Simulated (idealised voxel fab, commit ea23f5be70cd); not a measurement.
process module | voxel gate over fins
cross-section cut | 185 nm wide | cells 5 nm
A cross-section is a grid of square cells, given in bands from the top down. A band is one or more rows of cells.
Each band's line starts with the height of the band's top and of its bottom, in nm. Then come its materials from left to right, each with its width in nm. One material with "throughout" fills the band from edge to edge. "air" is empty space.
Height 0 is the level under which the wafer as received is all one material. The lowest band goes on downwards, as in "0 down".
A width such as "30 to 40" changes by the same amount from each row of cells to the next, from the band's top row to its bottom row.
"no change" after a step means that no cell of the cross-section changed.
closed voids: empty space of 8 cells or more with no open way to the top, each as width x height at its distance from the left edge, in nm
after a step's settings: what the simulator itself notes on the step
overlay nm, on a step with a mask: how far to the right of its planned place the mask lay; to the left if negative
plan
1 op RECEIVE | material Si
2 op CONFORMAL_DEP | material SiN | thk nm 10
3 op PATTERN | tone cover | mask id FINS | material resist | width nm 15 | pitch nm 40 | thk nm 20 | overlay nm 0
4 op DIRECTIONAL_ETCH | etch materials SiN | depth nm 10
5 op DIRECTIONAL_ETCH | etch materials Si | depth nm 35
6 op STRIP | etch materials resist
7 op FILL_DEP | material SiO2 | thk nm 5
8 op CMP | height nm 10
9 op SELECTIVE_ETCH | etch materials SiO2 | depth nm 25
10 op STRIP | etch materials SiN
11 op CONFORMAL_DEP | material HfO2 | thk nm 5
12 op CONFORMAL_DEP | material TiN | thk nm 5
13 op CONFORMAL_DEP | material TiAl | thk nm 5
14 op CONFORMAL_DEP | material TiN | thk nm 5
15 op FILL_DEP | material W | thk nm 15
16 op CMP | height nm 30
17 op CONFORMAL_DEP | material SiCN | thk nm 5
as received, after step 1
  0 down: Si throughout
  closed voids: none
first wafer at the end, as planned
  35 to 30: SiCN throughout
  30 to 20: W throughout
  20 to 15: W 25 | TiN 135 | W 25
  15 to 10: W 25 | TiN 5 | TiAl 125 | TiN 5 | W 25
  10 to 5: W 25 | TiN 5 | TiAl 5 | TiN 35 | TiAl 5 | TiN 35 | TiAl 5 | TiN 35 | TiAl 5 | TiN 5 | W 25
  5 to 0: TiN 30 | TiAl 5 | TiN 5 | HfO2 25 | TiN 5 | TiAl 5 | TiN 5 | HfO2 25 | TiN 5 | TiAl 5 | TiN 5 | HfO2 25 | TiN 5 | TiAl 5 | TiN 30
  0 to -5: TiAl 35 | TiN 5 | HfO2 5 | Si 15 | HfO2 5 | TiN 5 | TiAl 5 | TiN 5 | HfO2 5 | Si 15 | HfO2 5 | TiN 5 | TiAl 5 | TiN 5 | HfO2 5 | Si 15 | HfO2 5 | TiN 5 | TiAl 35
  -5 to -10: TiN 40 | HfO2 5 | Si 15 | HfO2 5 | TiN 15 | HfO2 5 | Si 15 | HfO2 5 | TiN 15 | HfO2 5 | Si 15 | HfO2 5 | TiN 40
  -10 to -15: HfO2 45 | Si 15 | HfO2 25 | Si 15 | HfO2 25 | Si 15 | HfO2 45
  -15 to -35: SiO2 45 | Si 15 | SiO2 25 | Si 15 | SiO2 25 | Si 15 | SiO2 45
  -35 down: Si throughout
  closed voids: none
second wafer at the end: like start, like plan, one mistake
  35 to 30: SiCN throughout
  30 to 20: W throughout
  20 to 15: W 25 | TiN 135 | W 25
  15 to 10: W 25 | TiN 5 | TiAl 125 | TiN 5 | W 25
  10 to 5: W 25 | TiN 5 | TiAl 5 | HfO2 35 | TiAl 5 | HfO2 35 | TiAl 5 | HfO2 35 | TiAl 5 | TiN 5 | W 25
  5 to 0: TiN 30 | TiAl 5 | HfO2 5 | TiN 25 | HfO2 5 | TiAl 5 | HfO2 5 | TiN 25 | HfO2 5 | TiAl 5 | HfO2 5 | TiN 25 | HfO2 5 | TiAl 5 | TiN 30
  0 to -5: TiAl 35 | HfO2 5 | TiN 5 | Si 15 | TiN 5 | HfO2 5 | TiAl 5 | HfO2 5 | TiN 5 | Si 15 | TiN 5 | HfO2 5 | TiAl 5 | HfO2 5 | TiN 5 | Si 15 | TiN 5 | HfO2 5 | TiAl 35
  -5 to -10: HfO2 40 | TiN 5 | Si 15 | TiN 5 | HfO2 15 | TiN 5 | Si 15 | TiN 5 | HfO2 15 | TiN 5 | Si 15 | TiN 5 | HfO2 40
  -10 to -15: TiN 45 | Si 15 | TiN 25 | Si 15 | TiN 25 | Si 15 | TiN 45
  -15 to -35: SiO2 45 | Si 15 | SiO2 25 | Si 15 | SiO2 25 | Si 15 | SiO2 45
  -35 down: Si throughout
  closed voids: none
what went wrong: steps 11 and 12 were swapped
at the end the second wafer has, in cells: as many of each material as the first, in other places
